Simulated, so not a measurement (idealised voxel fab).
Herein follows the process module entitled voxel self aligned vias.
Cross-sectional view cut (width: 265 nm; square cell size: 5 nm).
Just so we're on the same page, the cross-sections are grids of square cells, and they're listed out in bands top to bottom, each band one or more rows deep.
This entry defines a band. It first specifies the height of the band's top and the height of its bottom in nm, and then specifies the band's materials from left to right, stating each material with its width in nm. The word "all across" identifies a single material that fills the band from edge to edge, while the word "empty" identifies empty space.
Convention: height 0 is the level below which the wafer, as received, is all one material. The lowest band does not terminate at the bottom but continues downward, represented as "0 nm and below".
Top row gets the first number, bottom row gets the second, and each row in between changes by the same step: that is how a band width like "30 to 40" works.
No cell of the cross-section changed in a step that is given as "nothing changed".
Closed void table: empty space of 8 cells or more with no open way to the top, each as width x height at its distance from the left edge, in nm
Text after the settings on a step's line: the simulator's own remark on that step.
Regarding "overlay nm": on a step with a mask, it is the distance the mask lay to the right of its planned place; a negative value places it to the left.

-- Intended process steps
1) RECEIVE,material Si
2) CONFORMAL_DEP,material SiO2,thk nm 10
3) CONFORMAL_DEP,material SiCN,thk nm 5
4) DIRECTIONAL_DEP,material lowk,thk nm 25
5) MASKED_ETCH,tone open,mask id LINES,width nm 25,pitch nm 65,etch materials lowk,depth nm 25,overlay nm 0
6) CONFORMAL_DEP,material TiN,thk nm 5
7) FILL_DEP,material W,thk nm 5
8) CMP,height nm 40
9) SELECTIVE_ETCH,etch materials W Ru TiN,depth nm 10
10) FILL_DEP,material SiN,thk nm 10
11) CMP,height nm 40
12) DIRECTIONAL_DEP,material lowk,thk nm 15
13) DIRECTIONAL_DEP,material aC,thk nm 15
14) PATTERN,tone open,mask id VIAS,material resist,width nm 35,pitch nm 130,thk nm 30,overlay nm 0
15) DIRECTIONAL_ETCH,etch materials aC,depth nm 15
16) STRIP,etch materials resist
17) DIRECTIONAL_ETCH,etch materials lowk,depth nm 15
18) DIRECTIONAL_ETCH,etch materials SiN,depth nm 10
19) STRIP,etch materials aC
20) CONFORMAL_DEP,material TiN,thk nm 5
21) FILL_DEP,material Cu,thk nm 5
22) CMP,height nm 55
23) CONFORMAL_DEP,material SiCN,thk nm 5

-- Cross-section, incoming material, after step 1
* 0 nm and below = Si all across
* Closed void table: none

-- Below is the wafer in cross-section after the module was completed. It began from the starting point shown above and followed the plan shown above, except that one mistake was made while running it
* 60 nm to 55 nm = SiCN all across
* 55 nm to 45 nm = lowk: 50, then TiN: 5, then Cu: 25, then TiN: 5, then lowk: 95, then TiN: 5, then Cu: 25, then TiN: 5, then lowk: 50
* 45 nm to 40 nm = lowk: 50, then TiN: 35, then lowk: 95, then TiN: 35, then lowk: 50
* 40 nm to 35 nm = SiCN all across
* 35 nm to 10 nm = lowk all across
* 10 nm to 0 nm = SiO2 all across
* 0 nm and below = Si all across
* Closed void table: none
So what did we get wrong on this run? note: step 3 <-> step 4, run order reversed vs plan
